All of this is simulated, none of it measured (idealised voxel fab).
Process module under the name voxel lift off
Square cell edge 5 nm, section width 200 nm, ID cut.
A cross-section is a grid of square cells, given in bands from the top down. A band is one or more rows of cells.
Top, bottom (nm), then materials left to right with widths (nm); lone material tagged "all across" fills the whole band edge to edge; "empty" = empty space.
Below 0: as-received wafer, all one material; heights counted from there. Lowest band: no bottom, goes on down, written "0 -> down".
Read "30 to 40" as a graded width: first number on top, second number at the bottom, same change between each pair of neighbouring rows.
What does "nothing was modified" mean for a step? It means no cell of the cross-section changed in that step.
What "Sealed cavities" gives you is every empty space of 8 cells or more that is cut off from the top. Each appears as width x height at distance, with the distance taken from the left edge and width, height and distance all in nm.
Note: text after step settings on the step line = simulator remark on that step.
overlay nm: for a step with a mask, the amount by which the mask lay right of where it was planned; a negative amount means left of it.

HERE'S WHAT THE PLANNED PROCESS STEPS LOOK LIKE
step 1: RECEIVE | material Si
step 2: CONFORMAL_DEP | material Al2O3 | thk nm 5
step 3: PATTERN | tone open | mask id LINES | material resist | width nm 20 | pitch nm 45 | thk nm 15 | overlay nm 0
step 4: DIRECTIONAL_DEP | material Ru | thk nm 5
step 5: STRIP | etch materials resist
step 6: CONFORMAL_DEP | material SiO2 | thk nm 5

CONCERNING THE FIRST OF TWO WAFERS, WHICH WAS RUN IN ACCORDANCE WITH THE PLAN

INCOMING WAFER, CROSS-SECTIONAL VIEW, POST STEP 1
- 0 -> down  Si all across
- Sealed cavities: none

STEP 2 COMPLETE: CROSS-SECTION THROUGH THE WAFER
- 5 -> 0  Al2O3 all across
- Under 0: no change, same as before.

STEP 3 COMPLETE: CROSS-SECTION THROUGH THE WAFER
- 20 -> 5  resist 45 / empty 20 / resist 25 / empty 20 / resist 25 / empty 20 / resist 45
- Under 5: no change, same as before.

STEP 4 COMPLETE: CROSS-SECTION THROUGH THE WAFER
- 25 -> 20  Ru 45 / empty 20 / Ru 25 / empty 20 / Ru 25 / empty 20 / Ru 45
- 20 -> 10  resist 45 / empty 20 / resist 25 / empty 20 / resist 25 / empty 20 / resist 45
- 10 -> 5  resist 45 / Ru 20 / resist 25 / Ru 20 / resist 25 / Ru 20 / resist 45
- Under 5: no change, same as before.

STEP 5 COMPLETE: CROSS-SECTION THROUGH THE WAFER
- 10 -> 5  empty 45 / Ru 20 / empty 25 / Ru 20 / empty 25 / Ru 20 / empty 45
- Under 5: no change, same as before.

STEP 6 COMPLETE: CROSS-SECTION THROUGH THE WAFER
- 15 -> 10  empty 40 / SiO2 30 / empty 15 / SiO2 30 / empty 15 / SiO2 30 / empty 40
- 10 -> 5  SiO2 45 / Ru 20 / SiO2 25 / Ru 20 / SiO2 25 / Ru 20 / SiO2 45
- Under 5: no change, same as before.

SECOND WAFER: SAME START AND SAME PLAN AS THE FIRST, ONE EXECUTION ERROR; IDENTICAL TO THE FIRST THROUGH STEP 3

Look at the second wafer in cross-section at the time step 4 ought to have finished: nothing was modified

LOOK AT THE SECOND WAFER IN CROSS-SECTION AT THE TIME STEP 5 OUGHT TO HAVE FINISHED
- 5 -> 0  Al2O3 all across
- Under 0: no change, same as before.

LOOK AT THE SECOND WAFER IN CROSS-SECTION AT THE TIME STEP 6 OUGHT TO HAVE FINISHED
- 10 -> 5  SiO2 all across
- Under 5: no change, same as before.
What was the processing mistake? step 4 in the plan did not get run; it was skipped
Materials where the second wafer ends with more or fewer cells than the first: 12 fewer of Ru, 6 fewer of SiO2
